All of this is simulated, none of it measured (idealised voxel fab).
Documented hereafter: the process module known as voxel transistor to metal.
Shown is cross-section cut, with a width of 170 nm and square cells of size 5 nm.
Cross-section format: a grid of square cells, given as bands from top to bottom; each band is one or more rows of cells. For a band, the entry starts with two heights in nm, that of the top and then that of the bottom, and carries on with the band's materials in order from left to right, each alongside its width in nm; the word "all across" beside a single material means it fills the band edge to edge, and "air" means empty space. The level at which height equals 0 is the one under which the wafer, as it arrives, is entirely one material. No lower edge exists for the bottom band, which continues downward and is notated as in "0 -> down". Width: "30..40" (first number = top row, second number = bottom row, same change from row to row of cells). It should be understood that the words "no change", when stated for a given step, signify that the cross-section underwent no change in any of its cells during that step. In the "Enclosed void listing" entry, you get each enclosed empty space of 8 cells or more, one with no open way to the top, written width x height at distance, distance from the left edge, in nm. It should be noted that, on the line of a given step, the content following the step's settings is a remark produced by the simulator itself with respect to that step. Among the settings permitted on a step's line is "overlay nm"; applied to a step with a mask, it specifies the extent to which the mask lay to the right of its planned position, whereas a negative figure signifies a position to the left. If you're wondering how to read the rest of this, here's the deal. It's pairs of cross-sections: one from before a process step, one from after it. The after one is only drawn as far down as the lowest band that changed. Right under each pair you'll see which step sits between them and what its settings were. Don't read the pairs as one continuous story, though. They can come from different runs of this module on the same starting wafer, and a pair only carries on from the one above it where its entry headed "Cross-section, before" says so.

[Cross-section, before]
15 -> 0  15 nm air  115 nm SiN  40 nm air
0 -> -5  15 nm air  115 nm SiO2  40 nm air
-5 -> -35  15 nm air  115 nm Si  40 nm air
-35 -> down  Si all across
Enclosed void listing: none

[Step Result]
15 -> 0  15 nm air  115 nm SiN  40 nm air
0 -> -5  15 nm air  115 nm SiO2  40 nm air
-5 -> -35  15 nm air  5 nm SiO2  105 nm Si  5 nm SiO2  40 nm air
-35 -> -40  20 nm SiO2  105 nm Si  45 nm SiO2
Below -40, the layers are the same as they were.
Enclosed void listing: none
Going from one cross-section above to the next, the wafer undergoes OXIDIZE | depth nm 5

Cross-section, before: look at the pair above, its after cross-section is where this step starts.

[Step Result]
20 -> 15  SiO2 all across
15 -> 0  15 nm SiO2  115 nm SiN  40 nm SiO2
0 -> -5  SiO2 all across
-5 -> -40  20 nm SiO2  105 nm Si  45 nm SiO2
Below -40, the layers are the same as they were.
Enclosed void listing: none
Going from one cross-section above to the next, the wafer undergoes FILL_DEP | material SiO2 | thk nm 5

Cross-section, before: look at the pair above, its after cross-section is where this step starts.

[Step Result]
15 -> 0  15 nm SiO2  115 nm SiN  40 nm SiO2
Below 0, the layers are the same as they were.
Enclosed void listing: none
Going from one cross-section above to the next, the wafer undergoes CMP | height nm 15

Cross-section, before: look at the pair above, its after cross-section is where this step starts.

[Step Result]
15 -> 5  15 nm air  115 nm SiN  40 nm air
Below 5, the layers are the same as they were.
Enclosed void listing: none
Going from one cross-section above to the next, the wafer undergoes SELECTIVE_ETCH | etch materials SiO2 | depth nm 10

Cross-section, before: look at the pair above, its after cross-section is where this step starts.

[Step Result]
5 -> 0  15 nm SiO2  115 nm air  40 nm SiO2
Below 0, the layers are the same as they were.
Enclosed void listing: none
Going from one cross-section above to the next, the wafer undergoes STRIP | etch materials SiN

Cross-section, before: look at the pair above, its after cross-section is where this step starts.

[Step Result]
0 -> -5  10 nm SiO2  125 nm air  35 nm SiO2
Below -5, the layers are the same as they were.
Enclosed void listing: none
Going from one cross-section above to the next, the wafer undergoes SELECTIVE_ETCH | etch materials SiO2 | depth nm 5

Cross-section, before: look at the pair above, its after cross-section is where this step starts.

[Step Result]
0 -> -5  10 nm SiO2  125 nm air  35 nm SiO2
-5 -> -10  SiO2 all across
Below -10, the layers are the same as they were.
Enclosed void listing: none
Going from one cross-section above to the next, the wafer undergoes OXIDIZE | depth nm 5

Cross-section, before: look at the pair above, its after cross-section is where this step starts.

[Step Result]
30 -> 25  10 nm polySi  125 nm air  35 nm polySi
25 -> 0  polySi all across
0 -> -5  10 nm SiO2  125 nm polySi  35 nm SiO2
Below -5, the layers are the same as they were.
Enclosed void listing: none
Going from one cross-section above to the next, the wafer undergoes DIRECTIONAL_DEP | material polySi | thk nm 30

Cross-section, before: look at the pair above, its after cross-section is where this step starts.

[Step Result]
40 -> 35  10 nm SiCN  125 nm air  35 nm SiCN
35 -> 30  SiCN all across
30 -> 25  10 nm polySi  125 nm SiCN  35 nm polySi
Below 25, the layers are the same as they were.
Enclosed void listing: none
Going from one cross-section above to the next, the wafer undergoes DIRECTIONAL_DEP | material SiCN | thk nm 10

Cross-section, before: look at the pair above, its after cross-section is where this step starts.

[Step Result]
50 -> 45  10 nm aC  125 nm air  35 nm aC
45 -> 40  aC all across
40 -> 35  10 nm SiCN  125 nm aC  35 nm SiCN
Below 35, the layers are the same as they were.
Enclosed void listing: none
Going from one cross-section above to the next, the wafer undergoes DIRECTIONAL_DEP | material aC | thk nm 10

Cross-section, before: look at the pair above, its after cross-section is where this step starts.

[Step Result]
80 -> 50  70 nm air  25 nm resist  75 nm air
50 -> 45  10 nm aC  60 nm air  25 nm resist  40 nm air  35 nm aC
Below 45, the layers are the same as they were.
Enclosed void listing: none
Going from one cross-section above to the next, the wafer undergoes PATTERN | tone cover | mask id GATE | material resist | width nm 25 | thk nm 30 | overlay nm 0

Cross-section, before: look at the pair above, its after cross-section is where this step starts.

[Step Result]
70 -> 45  70 nm air  25 nm resist  75 nm air
45 -> 40  70 nm air  25 nm aC  75 nm air
40 -> 35  10 nm SiCN  60 nm air  25 nm aC  40 nm air  35 nm SiCN
Below 35, the layers are the same as they were.
Enclosed void listing: none
Going from one cross-section above to the next, the wafer undergoes DIRECTIONAL_ETCH | etch materials aC | depth nm 10

Cross-section, before: look at the pair above, its after cross-section is where this step starts.

[Step Result]
45 -> 40  70 nm air  25 nm aC  75 nm air
Below 40, the layers are the same as they were.
Enclosed void listing: none
Going from one cross-section above to the next, the wafer undergoes STRIP | etch materials resist

Cross-section, before: look at the pair above, its after cross-section is where this step starts.

[Step Result]
45 -> 35  70 nm air  25 nm aC  75 nm air
35 -> 30  70 nm air  25 nm SiCN  75 nm air
30 -> 25  10 nm polySi  60 nm air  25 nm SiCN  40 nm air  35 nm polySi
Below 25, the layers are the same as they were.
Enclosed void listing: none
Going from one cross-section above to the next, the wafer undergoes DIRECTIONAL_ETCH | etch materials SiCN | depth nm 20

Cross-section, before: look at the pair above, its after cross-section is where this step starts.

[Step Result]
45 -> 35  70 nm air  25 nm aC  75 nm air
35 -> 25  70 nm air  25 nm SiCN  75 nm air
25 -> 0  70 nm air  25 nm polySi  75 nm air
0 -> -5  10 nm SiO2  60 nm air  25 nm polySi  40 nm air  35 nm SiO2
Below -5, the layers are the same as they were.
Enclosed void listing: none
Going from one cross-section above to the next, the wafer undergoes DIRECTIONAL_ETCH | etch materials polySi | depth nm 40

Cross-section, before: look at the pair above, its after cross-section is where this step starts.

[Step Result]
35 -> 25  70 nm air  25 nm SiCN  75 nm air
Below 25, the layers are the same as they were.
Enclosed void listing: none
Going from one cross-section above to the next, the wafer undergoes STRIP | etch materials aC

Cross-section, before: look at the pair above, its after cross-section is where this step starts.

[Step Result]
40 -> 35  65 nm air  35 nm SiO2  70 nm air
35 -> 25  65 nm air  5 nm SiO2  25 nm SiCN  5 nm SiO2  70 nm air
25 -> 5  65 nm air  5 nm SiO2  25 nm polySi  5 nm SiO2  70 nm air
5 -> 0  15 nm SiO2  50 nm air  5 nm SiO2  25 nm polySi  5 nm SiO2  30 nm air  40 nm SiO2
0 -> -5  70 nm SiO2  25 nm polySi  75 nm SiO2
Below -5, the layers are the same as they were.
Enclosed void listing: none
Going from one cross-section above to the next, the wafer undergoes CONFORMAL_DEP | material SiO2 | thk nm 5

Cross-section, before: look at the pair above, its after cross-section is where this step starts.

[Step Result]
35 -> 25  65 nm air  5 nm SiO2  25 nm SiCN  5 nm SiO2  70 nm air
25 -> 0  65 nm air  5 nm SiO2  25 nm polySi  5 nm SiO2  70 nm air
0 -> -5  15 nm SiO2  50 nm air  5 nm SiO2  25 nm polySi  5 nm SiO2  30 nm air  40 nm SiO2
Below -5, the layers are the same as they were.
Enclosed void listing: none
Going from one cross-section above to the next, the wafer undergoes DIRECTIONAL_ETCH | etch materials SiO2 | depth nm 5

Cross-section, before: look at the pair above, its after cross-section is where this step starts.

[Step Result]
40 -> 35  60 nm air  45 nm SiN  65 nm air
35 -> 25  60 nm air  5 nm SiN  5 nm SiO2  25 nm SiCN  5 nm SiO2  5 nm SiN  65 nm air
25 -> 5  60 nm air  5 nm SiN  5 nm SiO2  25 nm polySi  5 nm SiO2  5 nm SiN  65 nm air
5 -> 0  20 nm SiN  40 nm air  5 nm SiN  5 nm SiO2  25 nm polySi  5 nm SiO2  5 nm SiN  20 nm air  45 nm SiN
0 -> -5  15 nm SiO2  50 nm SiN  5 nm SiO2  25 nm polySi  5 nm SiO2  30 nm SiN  40 nm SiO2
Below -5, the layers are the same as they were.
Enclosed void listing: none
Going from one cross-section above to the next, the wafer undergoes CONFORMAL_DEP | material SiN | thk nm 5

Cross-section, before: look at the pair above, its after cross-section is where this step starts.

[Step Result]
35 -> 25  60 nm air  5 nm SiN  5 nm SiO2  25 nm SiCN  5 nm SiO2  5 nm SiN  65 nm air
25 -> 0  60 nm air  5 nm SiN  5 nm SiO2  25 nm polySi  5 nm SiO2  5 nm SiN  65 nm air
0 -> -5  15 nm SiO2  5 nm SiN  40 nm air  5 nm SiN  5 nm SiO2  25 nm polySi  5 nm SiO2  5 nm SiN  20 nm air  5 nm SiN  40 nm SiO2
Below -5, the layers are the same as they were.
Enclosed void listing: none
Going from one cross-section above to the next, the wafer undergoes DIRECTIONAL_ETCH | etch materials SiN | depth nm 5

Cross-section, before: look at the pair above, its after cross-section is where this step starts.

[Step Result]
35 -> 30  60 nm air  5 nm SiN  5 nm air  25 nm SiCN  5 nm air  5 nm SiN  65 nm air
30 -> 25  60 nm air  5 nm SiN  5 nm SiO2  25 nm SiCN  5 nm SiO2  5 nm SiN  65 nm air
25 -> 0  60 nm air  5 nm SiN  5 nm SiO2  25 nm polySi  5 nm SiO2  5 nm SiN  65 nm air
0 -> -5  15 nm air  5 nm SiN  40 nm air  5 nm SiN  5 nm SiO2  25 nm polySi  5 nm SiO2  5 nm SiN  20 nm air  5 nm SiN  40 nm air
-5 -> -10  20 nm SiO2  40 nm air  45 nm SiO2  20 nm air  45 nm SiO2
Below -10, the layers are the same as they were.
Enclosed void listing: none
Going from one cross-section above to the next, the wafer undergoes DIRECTIONAL_ETCH | etch materials SiO2 | depth nm 5

Cross-section, before: look at the pair above, its after cross-section is where this step starts.

[Step Result]
35 -> 30  60 nm air  5 nm SiN  5 nm air  25 nm SiCN  5 nm air  5 nm SiN  65 nm air
30 -> 25  60 nm air  5 nm SiN  5 nm SiO2  25 nm SiCN  5 nm SiO2  5 nm SiN  65 nm air
25 -> 0  60 nm air  5 nm SiN  5 nm SiO2  25 nm polySi  5 nm SiO2  5 nm SiN  65 nm air
0 -> -5  15 nm air  5 nm SiN  40 nm air  5 nm SiN  5 nm SiO2  25 nm polySi  5 nm SiO2  5 nm SiN  20 nm air  5 nm SiN  40 nm air
-5 -> -10  20 nm SiO2  40 nm nSi  45 nm SiO2  20 nm nSi  45 nm SiO2
Below -10, the layers are the same as they were.
Enclosed void listing: none
Going from one cross-section above to the next, the wafer undergoes EPI | material nSi | thk nm 5

Cross-section, before: look at the pair above, its after cross-section is where this step starts.

[Step Result]
40 -> 35  SiO2 all across
35 -> 25  60 nm SiO2  5 nm SiN  5 nm SiO2  25 nm SiCN  5 nm SiO2  5 nm SiN  65 nm SiO2
25 -> 0  60 nm SiO2  5 nm SiN  5 nm SiO2  25 nm polySi  5 nm SiO2  5 nm SiN  65 nm SiO2
0 -> -5  15 nm SiO2  5 nm SiN  40 nm SiO2  5 nm SiN  5 nm SiO2  25 nm polySi  5 nm SiO2  5 nm SiN  20 nm SiO2  5 nm SiN  40 nm SiO2
Below -5, the layers are the same as they were.
Enclosed void listing: none
Going from one cross-section above to the next, the wafer undergoes FILL_DEP | material SiO2 | thk nm 5

Cross-section, before: look at the pair above, its after cross-section is where this step starts.

[Step Result]
35 -> 25  60 nm SiO2  5 nm SiN  5 nm SiO2  25 nm SiCN  5 nm SiO2  5 nm SiN  65 nm SiO2
Below 25, the layers are the same as they were.
Enclosed void listing: none
Going from one cross-section above to the next, the wafer undergoes CMP | height nm 35

Cross-section, before: look at the pair above, its after cross-section is where this step starts.

[Step Result]
45 -> 35  SiO2 all across
Below 35, the layers are the same as they were.
Enclosed void listing: none
Going from one cross-section above to the next, the wafer undergoes DIRECTIONAL_DEP | material SiO2 | thk nm 10

Cross-section, before: look at the pair above, its after cross-section is where this step starts.

[Step Result]
55 -> 45  aC all across
Below 45, the layers are the same as they were.
Enclosed void listing: none
Going from one cross-section above to the next, the wafer undergoes DIRECTIONAL_DEP | material aC | thk nm 10

Cross-section, before: look at the pair above, its after cross-section is where this step starts.

[Step Result]
85 -> 55  35 nm resist  30 nm air  35 nm resist  30 nm air  40 nm resist
Below 55, the layers are the same as they were.
Enclosed void listing: none
Going from one cross-section above to the next, the wafer undergoes PATTERN | tone open | mask id CONTACT | material resist | width nm 30 | pitch nm 65 | thk nm 30 | overlay nm 0

Cross-section, before: look at the pair above, its after cross-section is where this step starts.

[Step Result]
75 -> 55  35 nm resist  30 nm air  35 nm resist  30 nm air  40 nm resist
55 -> 45  35 nm aC  30 nm air  35 nm aC  30 nm air  40 nm aC
Below 45, the layers are the same as they were.
Enclosed void listing: none
Going from one cross-section above to the next, the wafer undergoes DIRECTIONAL_ETCH | etch materials aC | depth nm 10

Cross-section, before: look at the pair above, its after cross-section is where this step starts.

[Step Result]
55 -> 45  35 nm aC  30 nm air  35 nm aC  30 nm air  40 nm aC
Below 45, the layers are the same as they were.
Enclosed void listing: none
Going from one cross-section above to the next, the wafer undergoes STRIP | etch materials resist

Cross-section, before: look at the pair above, its after cross-section is where this step starts.

[Step Result]
55 -> 45  35 nm aC  30 nm air  35 nm aC  30 nm air  40 nm aC
45 -> 35  35 nm SiO2  30 nm air  35 nm SiO2  30 nm air  40 nm SiO2
35 -> 25  35 nm SiO2  25 nm air  5 nm SiN  5 nm SiO2  25 nm SiCN  5 nm SiO2  5 nm SiN  25 nm air  40 nm SiO2
25 -> 0  35 nm SiO2  25 nm air  5 nm SiN  5 nm SiO2  25 nm polySi  5 nm SiO2  5 nm SiN  25 nm air  40 nm SiO2
0 -> -5  15 nm SiO2  5 nm SiN  15 nm SiO2  25 nm air  5 nm SiN  5 nm SiO2  25 nm polySi  5 nm SiO2  5 nm SiN  20 nm air  5 nm SiN  40 nm SiO2
Below -5, the layers are the same as they were.
Enclosed void listing: none
Going from one cross-section above to the next, the wafer undergoes DIRECTIONAL_ETCH | etch materials SiO2 | depth nm 50

Cross-section, before: look at the pair above, its after cross-section is where this step starts.

[Step Result]
45 -> 35  35 nm SiO2  30 nm air  35 nm SiO2  30 nm air  40 nm SiO2
Below 35, the layers are the same as they were.
Enclosed void listing: none
Going from one cross-section above to the next, the wafer undergoes STRIP | etch materials aC

Cross-section, before: look at the pair above, its after cross-section is where this step starts.

[Step Result]
50 -> 45  40 nm TiN  20 nm air  45 nm TiN  20 nm air  45 nm TiN
45 -> 35  35 nm SiO2  5 nm TiN  20..15 nm air  5..10 nm TiN  35 nm SiO2  5..10 nm TiN  20..15 nm air  5 nm TiN  40 nm SiO2
35 -> 25  35 nm SiO2  5 nm TiN  15 nm air  5 nm TiN  5 nm SiN  5 nm SiO2  25 nm SiCN  5 nm SiO2  5 nm SiN  5 nm TiN  15 nm air  5 nm TiN  40 nm SiO2
25 -> 5  35 nm SiO2  5 nm TiN  15 nm air  5 nm TiN  5 nm SiN  5 nm SiO2  25 nm polySi  5 nm SiO2  5 nm SiN  5 nm TiN  15 nm air  5 nm TiN  40 nm SiO2
5 -> 0  35 nm SiO2  5 nm TiN  15 nm air  5 nm TiN  5 nm SiN  5 nm SiO2  25 nm polySi  5 nm SiO2  5 nm SiN  5 nm TiN  10 nm air  10 nm TiN  40 nm SiO2
0 -> -5  15 nm SiO2  5 nm SiN  15 nm SiO2  25 nm TiN  5 nm SiN  5 nm SiO2  25 nm polySi  5 nm SiO2  5 nm SiN  20 nm TiN  5 nm SiN  40 nm SiO2
Below -5, the layers are the same as they were.
Enclosed void listing: none
Going from one cross-section above to the next, the wafer undergoes CONFORMAL_DEP | material TiN | thk nm 5

Cross-section, before: look at the pair above, its after cross-section is where this step starts.

[Step Result]
60 -> 50  Ru all across
50 -> 45  40 nm TiN  20 nm Ru  45 nm TiN  20 nm Ru  45 nm TiN
45 -> 35  35 nm SiO2  5 nm TiN  20..15 nm Ru  5..10 nm TiN  35 nm SiO2  5..10 nm TiN  20..15 nm Ru  5 nm TiN  40 nm SiO2
35 -> 25  35 nm SiO2  5 nm TiN  15 nm Ru  5 nm TiN  5 nm SiN  5 nm SiO2  25 nm SiCN  5 nm SiO2  5 nm SiN  5 nm TiN  15 nm Ru  5 nm TiN  40 nm SiO2
25 -> 5  35 nm SiO2  5 nm TiN  15 nm Ru  5 nm TiN  5 nm SiN  5 nm SiO2  25 nm polySi  5 nm SiO2  5 nm SiN  5 nm TiN  15 nm Ru  5 nm TiN  40 nm SiO2
5 -> 0  35 nm SiO2  5 nm TiN  15 nm Ru  5 nm TiN  5 nm SiN  5 nm SiO2  25 nm polySi  5 nm SiO2  5 nm SiN  5 nm TiN  10 nm Ru  10 nm TiN  40 nm SiO2
Below 0, the layers are the same as they were.
Enclosed void listing: none
Going from one cross-section above to the next, the wafer undergoes FILL_DEP | material Ru | thk nm 10

Cross-section, before: look at the pair above, its after cross-section is where this step starts.

[Step Result]
45 -> 35  35 nm SiO2  5 nm TiN  20..15 nm Ru  5..10 nm TiN  35 nm SiO2  5..10 nm TiN  20..15 nm Ru  5 nm TiN  40 nm SiO2
Below 35, the layers are the same as they were.
Enclosed void listing: none
Going from one cross-section above to the next, the wafer undergoes CMP | height nm 45

Cross-section, before: look at the pair above, its after cross-section is where this step starts.

[Step Result]
50 -> 45  TiN all across
Below 45, the layers are the same as they were.
Enclosed void listing: none
Going from one cross-section above to the next, the wafer undergoes DIRECTIONAL_DEP | material TiN | thk nm 5

Cross-section, before: look at the pair above, its after cross-section is where this step starts.

[Step Result]
70 -> 50  Ru all across
Below 50, the layers are the same as they were.
Enclosed void listing: none
Going from one cross-section above to the next, the wafer undergoes DIRECTIONAL_DEP | material Ru | thk nm 20

Cross-section, before: look at the pair above, its after cross-section is where this step starts.

[Step Result]
70 -> 50  35 nm air  15 nm Ru  65 nm air  15 nm Ru  40 nm air
Below 50, the layers are the same as they were.
Enclosed void listing: none
Going from one cross-section above to the next, the wafer undergoes MASKED_ETCH | tone cover | mask id METAL_1 | width nm 15 | pitch nm 80 | etch materials Ru | depth nm 20 | overlay nm 0

Cross-section, before: look at the pair above, its after cross-section is where this step starts.

[Step Result]
70 -> 50  35 nm air  15 nm Ru  65 nm air  15 nm Ru  40 nm air
50 -> 45  35 nm air  15 nm TiN  65 nm air  15 nm TiN  40 nm air
Below 45, the layers are the same as they were.
Enclosed void listing: none
Going from one cross-section above to the next, the wafer undergoes MASKED_ETCH | tone cover | mask id METAL_1 | width nm 15 | pitch nm 80 | etch materials TiN | depth nm 5 | overlay nm 0

Cross-section, before: look at the pair above, its after cross-section is where this step starts.

[Step Result]
80 -> 70  SiO2 all across
70 -> 50  35 nm SiO2  15 nm Ru  65 nm SiO2  15 nm Ru  40 nm SiO2
50 -> 45  35 nm SiO2  15 nm TiN  65 nm SiO2  15 nm TiN  40 nm SiO2
Below 45, the layers are the same as they were.
Enclosed void listing: none
Going from one cross-section above to the next, the wafer undergoes FILL_DEP | material SiO2 | thk nm 10

Cross-section, before: look at the pair above, its after cross-section is where this step starts.

[Step Result]
70 -> 50  35 nm SiO2  15 nm Ru  65 nm SiO2  15 nm Ru  40 nm SiO2
Below 50, the layers are the same as they were.
Enclosed void listing: none
Going from one cross-section above to the next, the wafer undergoes CMP | height nm 70

Cross-section, before: look at the pair above, its after cross-section is where this step starts.

[Step Result]
75 -> 70  SiCN all across
Below 70, the layers are the same as they were.
Enclosed void listing: none
Going from one cross-section above to the next, the wafer undergoes CONFORMAL_DEP | material SiCN | thk nm 5

Cross-section, before: look at the pair above, its after cross-section is where this step starts.

[Step Result]
105 -> 75  SiO2 all across
Below 75, the layers are the same as they were.
Enclosed void listing: none
Going from one cross-section above to the next, the wafer undergoes DIRECTIONAL_DEP | material SiO2 | thk nm 30

Cross-section, before: look at the pair above, its after cross-section is where this step starts.

[Step Result]
105 -> 90  35 nm SiO2  15 nm air  65 nm SiO2  15 nm air  40 nm SiO2
Below 90, the layers are the same as they were.
Enclosed void listing: none
Going from one cross-section above to the next, the wafer undergoes MASKED_ETCH | tone open | mask id METAL_2 | width nm 15 | pitch nm 80 | etch materials SiO2 | depth nm 15 | overlay nm 0

Cross-section, before: look at the pair above, its after cross-section is where this step starts.

[Step Result]
115 -> 105  35 nm aC  15 nm air  65 nm aC  15 nm air  40 nm aC
105 -> 100  35 nm SiO2  15 nm air  65 nm SiO2  15 nm air  40 nm SiO2
100 -> 90  35 nm SiO2  15 nm aC  65 nm SiO2  15 nm aC  40 nm SiO2
Below 90, the layers are the same as they were.
Enclosed void listing: none
Going from one cross-section above to the next, the wafer undergoes DIRECTIONAL_DEP | material aC | thk nm 10

Cross-section, before: look at the pair above, its after cross-section is where this step starts.

[Step Result]
140 -> 115  35 nm resist  15 nm air  65 nm resist  15 nm air  40 nm resist
Below 115, the layers are the same as they were.
Enclosed void listing: none
Going from one cross-section above to the next, the wafer undergoes PATTERN | tone open | mask id METAL_2_HOLES | material resist | width nm 15 | pitch nm 80 | thk nm 25 | overlay nm 0

Cross-section, before: look at the pair above, its after cross-section is where this step starts.

[Step Result]
130 -> 115  35 nm resist  15 nm air  65 nm resist  15 nm air  40 nm resist
115 -> 105  35 nm aC  15 nm air  65 nm aC  15 nm air  40 nm aC
105 -> 90  35 nm SiO2  15 nm air  65 nm SiO2  15 nm air  40 nm SiO2
Below 90, the layers are the same as they were.
Enclosed void listing: none
Going from one cross-section above to the next, the wafer undergoes DIRECTIONAL_ETCH | etch materials aC | depth nm 10

Cross-section, before: look at the pair above, its after cross-section is where this step starts.

[Step Result]
115 -> 105  35 nm aC  15 nm air  65 nm aC  15 nm air  40 nm aC
Below 105, the layers are the same as they were.
Enclosed void listing: none
Going from one cross-section above to the next, the wafer undergoes STRIP | etch materials resist

Cross-section, before: look at the pair above, its after cross-section is where this step starts.

[Step Result]
115 -> 105  35 nm aC  15 nm air  65 nm aC  15 nm air  40 nm aC
105 -> 75  35 nm SiO2  15 nm air  65 nm SiO2  15 nm air  40 nm SiO2
Below 75, the layers are the same as they were.
Enclosed void listing: none
Going from one cross-section above to the next, the wafer undergoes DIRECTIONAL_ETCH | etch materials SiO2 | depth nm 15

Cross-section, before: look at the pair above, its after cross-section is where this step starts.

[Step Result]
115 -> 105  35 nm aC  15 nm air  65 nm aC  15 nm air  40 nm aC
105 -> 75  35 nm SiO2  15 nm air  65 nm SiO2  15 nm air  40 nm SiO2
75 -> 70  35 nm SiCN  15 nm air  65 nm SiCN  15 nm air  40 nm SiCN
Below 70, the layers are the same as they were.
Enclosed void listing: none
Going from one cross-section above to the next, the wafer undergoes DIRECTIONAL_ETCH | etch materials SiCN | depth nm 5

Cross-section, before: look at the pair above, its after cross-section is where this step starts.

[Step Result]
105 -> 75  35 nm SiO2  15 nm air  65 nm SiO2  15 nm air  40 nm SiO2
Below 75, the layers are the same as they were.
Enclosed void listing: none
Going from one cross-section above to the next, the wafer undergoes STRIP | etch materials aC

Cross-section, before: look at the pair above, its after cross-section is where this step starts.

[Step Result]
110 -> 105  40 nm TiN  5 nm air  75 nm TiN  5 nm air  45 nm TiN
105 -> 75  35 nm SiO2  5 nm TiN  5 nm air  5 nm TiN  65 nm SiO2  5 nm TiN  5 nm air  5 nm TiN  40 nm SiO2
75 -> 70  35 nm SiCN  15 nm TiN  65 nm SiCN  15 nm TiN  40 nm SiCN
Below 70, the layers are the same as they were.
Enclosed void listing: none
Going from one cross-section above to the next, the wafer undergoes CONFORMAL_DEP | material TiN | thk nm 5

Cross-section, before: look at the pair above, its after cross-section is where this step starts.

[Step Result]
120 -> 110  Cu all across
110 -> 105  40 nm TiN  5 nm Cu  75 nm TiN  5 nm Cu  45 nm TiN
105 -> 75  35 nm SiO2  5 nm TiN  5 nm Cu  5 nm TiN  65 nm SiO2  5 nm TiN  5 nm Cu  5 nm TiN  40 nm SiO2
Below 75, the layers are the same as they were.
Enclosed void listing: none
Going from one cross-section above to the next, the wafer undergoes FILL_DEP | material Cu | thk nm 10

Cross-section, before: look at the pair above, its after cross-section is where this step starts.

[Step Result]
105 -> 75  35 nm SiO2  5 nm TiN  5 nm Cu  5 nm TiN  65 nm SiO2  5 nm TiN  5 nm Cu  5 nm TiN  40 nm SiO2
Below 75, the layers are the same as they were.
Enclosed void listing: none
Going from one cross-section above to the next, the wafer undergoes CMP | height nm 105

Cross-section, before: look at the pair above, its after cross-section is where this step starts.

[Step Result]
110 -> 105  SiN all across
Below 105, the layers are the same as they were.
Enclosed void listing: none
Going from one cross-section above to the next, the wafer undergoes CONFORMAL_DEP | material SiN | thk nm 5

[Cross-section, before]
105 -> 90  35 nm SiO2  15 nm air  65 nm SiO2  15 nm air  40 nm SiO2
90 -> 75  SiO2 all across
75 -> 70  SiCN all across
70 -> 50  35 nm SiO2  15 nm Ru  65 nm SiO2  15 nm Ru  40 nm SiO2
50 -> 45  35 nm SiO2  15 nm TiN  65 nm SiO2  15 nm TiN  40 nm SiO2
45 -> 35  35 nm SiO2  5 nm TiN  20..15 nm Ru  5..10 nm TiN  35 nm SiO2  5..10 nm TiN  20..15 nm Ru  5 nm TiN  40 nm SiO2
35 -> 25  35 nm SiO2  5 nm TiN  15 nm Ru  5 nm TiN  5 nm SiN  5 nm SiO2  25 nm SiCN  5 nm SiO2  5 nm SiN  5 nm TiN  15 nm Ru  5 nm TiN  40 nm SiO2
25 -> 0  35 nm SiO2  5 nm TiN  15 nm Ru  5 nm TiN  5 nm SiN  5 nm SiO2  25 nm polySi  5 nm SiO2  5 nm SiN  5 nm TiN  15 nm Ru  5 nm TiN  40 nm SiO2
0 -> -5  25 nm SiO2  5 nm SiN  5 nm SiO2  25 nm TiN  5 nm SiN  5 nm SiO2  25 nm polySi  5 nm SiO2  5 nm SiN  25 nm TiN  5 nm SiO2  5 nm SiN  30 nm SiO2
-5 -> -10  30 nm SiO2  30 nm nSi  45 nm SiO2  30 nm nSi  35 nm SiO2
-10 -> -40  30 nm SiO2  105 nm Si  35 nm SiO2
-40 -> down  Si all across
Enclosed void listing: none

[Step Result]
115 -> 105  35 nm polySi  15 nm air  65 nm polySi  15 nm air  40 nm polySi
105 -> 100  35 nm SiO2  15 nm air  65 nm SiO2  15 nm air  40 nm SiO2
100 -> 90  35 nm SiO2  15 nm polySi  65 nm SiO2  15 nm polySi  40 nm SiO2
Below 90, the layers are the same as they were.
Enclosed void listing: none
Going from one cross-section above to the next, the wafer undergoes DIRECTIONAL_DEP | material polySi | thk nm 10

Cross-section, before: look at the pair above, its after cross-section is where this step starts.

[Step Result]
140 -> 115  35 nm resist  15 nm air  65 nm resist  15 nm air  40 nm resist
Below 115, the layers are the same as they were.
Enclosed void listing: none
Going from one cross-section above to the next, the wafer undergoes PATTERN | tone open | mask id METAL_2_HOLES | material resist | width nm 15 | pitch nm 80 | thk nm 25 | overlay nm 0

Cross-section, before: look at the pair above, its after cross-section is where this step starts.

[Step Result]
130 -> 115  35 nm resist  15 nm air  65 nm resist  15 nm air  40 nm resist
Below 115, the layers are the same as they were.
Enclosed void listing: none
Going from one cross-section above to the next, the wafer undergoes DIRECTIONAL_ETCH | etch materials aC | depth nm 10

Cross-section, before: look at the pair above, its after cross-section is where this step starts.

[Step Result]
115 -> 105  35 nm polySi  15 nm air  65 nm polySi  15 nm air  40 nm polySi
Below 105, the layers are the same as they were.
Enclosed void listing: none
Going from one cross-section above to the next, the wafer undergoes STRIP | etch materials resist

Cross-section, before: look at the pair above, its after cross-section is where this step starts.

[Step Result]
120 -> 115  40 nm TiN  5 nm air  75 nm TiN  5 nm air  45 nm TiN
115 -> 105  35 nm polySi  5 nm TiN  5 nm air  5 nm TiN  65 nm polySi  5 nm TiN  5 nm air  5 nm TiN  40 nm polySi
105 -> 100  35 nm SiO2  15 nm TiN  65 nm SiO2  15 nm TiN  40 nm SiO2
Below 100, the layers are the same as they were.
Enclosed void listing: none
Going from one cross-section above to the next, the wafer undergoes CONFORMAL_DEP | material TiN | thk nm 5

Cross-section, before: look at the pair above, its after cross-section is where this step starts.

[Step Result]
130 -> 120  Cu all across
120 -> 115  40 nm TiN  5 nm Cu  75 nm TiN  5 nm Cu  45 nm TiN
115 -> 105  35 nm polySi  5 nm TiN  5 nm Cu  5 nm TiN  65 nm polySi  5 nm TiN  5 nm Cu  5 nm TiN  40 nm polySi
Below 105, the layers are the same as they were.
Enclosed void listing: none
Going from one cross-section above to the next, the wafer undergoes FILL_DEP | material Cu | thk nm 10

Cross-section, before: look at the pair above, its after cross-section is where this step starts.

[Step Result]
105 -> 100  35 nm SiO2  15 nm TiN  65 nm SiO2  15 nm TiN  40 nm SiO2
Below 100, the layers are the same as they were.
Enclosed void listing: none
Going from one cross-section above to the next, the wafer undergoes CMP | height nm 105

Cross-section, before: look at the pair above, its after cross-section is where this step starts.

[Step Result]
110 -> 105  SiN all across
Below 105, the layers are the same as they were.
Enclosed void listing: none
Going from one cross-section above to the next, the wafer undergoes CONFORMAL_DEP | material SiN | thk nm 5
